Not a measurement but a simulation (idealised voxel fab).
Name of the process module below: voxel double patterning
It is cross-section cut that appears here, measuring 195 nm in width, its square cells being 5 nm in size.
A cross-section is a grid of square cells, given in bands from the top down. A band is one or more rows of cells. Quick guide to a band line: top height, bottom height (nm) up front; then every material left to right with its width in nm. Only one material and it's marked "all across"? Then it fills the band edge to edge. And "air" just means empty space. Height datum 0, below which the as-received substrate wafer is one material. Lowest band open at the bottom, running downward: "0 and below". So if you see something like "30->40" for the width, read it as the top row of the band sitting at the first number and the bottom row at the second, with every row in between moving by the same amount as the last. "no change" for a step: no cell of the cross-section changed in that step. Empty spaces counting at least 8 cells and having no open way to the top are listed in "Completely sealed voids". The notation width x height at distance is used for each, the distance being from the left edge and all three values in nm. Heads up: the bit after the settings on a step's line is the simulator's remark on that step. On any step carrying a mask, the "overlay nm" setting, if present on the step's line, tells how far right of its planned place the mask lay; negative values point to the left.
This section lists the process steps that were planned
1) RECEIVE [material Si]
2) CONFORMAL_DEP [material SiO2] [thk nm 5]
3) DIRECTIONAL_DEP [material polySi] [thk nm 10]
4) DIRECTIONAL_DEP [material SiCN] [thk nm 10]
5) MASKED_ETCH [tone open] [mask id FIRST] [width nm 15] [pitch nm 50] [etch materials SiCN] [depth nm 10] [overlay nm 0]
6) PATTERN [tone open] [mask id SECOND] [material resist] [width nm 15] [thk nm 15] [overlay nm 0]
7) DIRECTIONAL_ETCH [etch materials SiCN] [depth nm 10]
8) STRIP [etch materials resist]
9) DIRECTIONAL_ETCH [etch materials polySi] [depth nm 10]
10) STRIP [etch materials SiCN]
So this is the incoming wafer in cross-section - it's already been through step 1
> 0 and below = Si all across
> Completely sealed voids: none
Cross-sectional result after module completion. Note: starting condition and plan are unchanged from above; one processing mistake was made
> 15 down to 5 = polySi=65, then air=20, then polySi=5, then air=15, then polySi=10, then air=20, then polySi=60
> 5 down to 0 = SiO2 all across
> 0 and below = Si all across
> Completely sealed voids: none
Which mistake was made when the wafer was run? step 5 ran as: MASKED_ETCH [tone open] [mask id FIRST] [width nm 20] [pitch nm 50] [etch materials SiCN] [depth nm 10] [overlay nm 0]
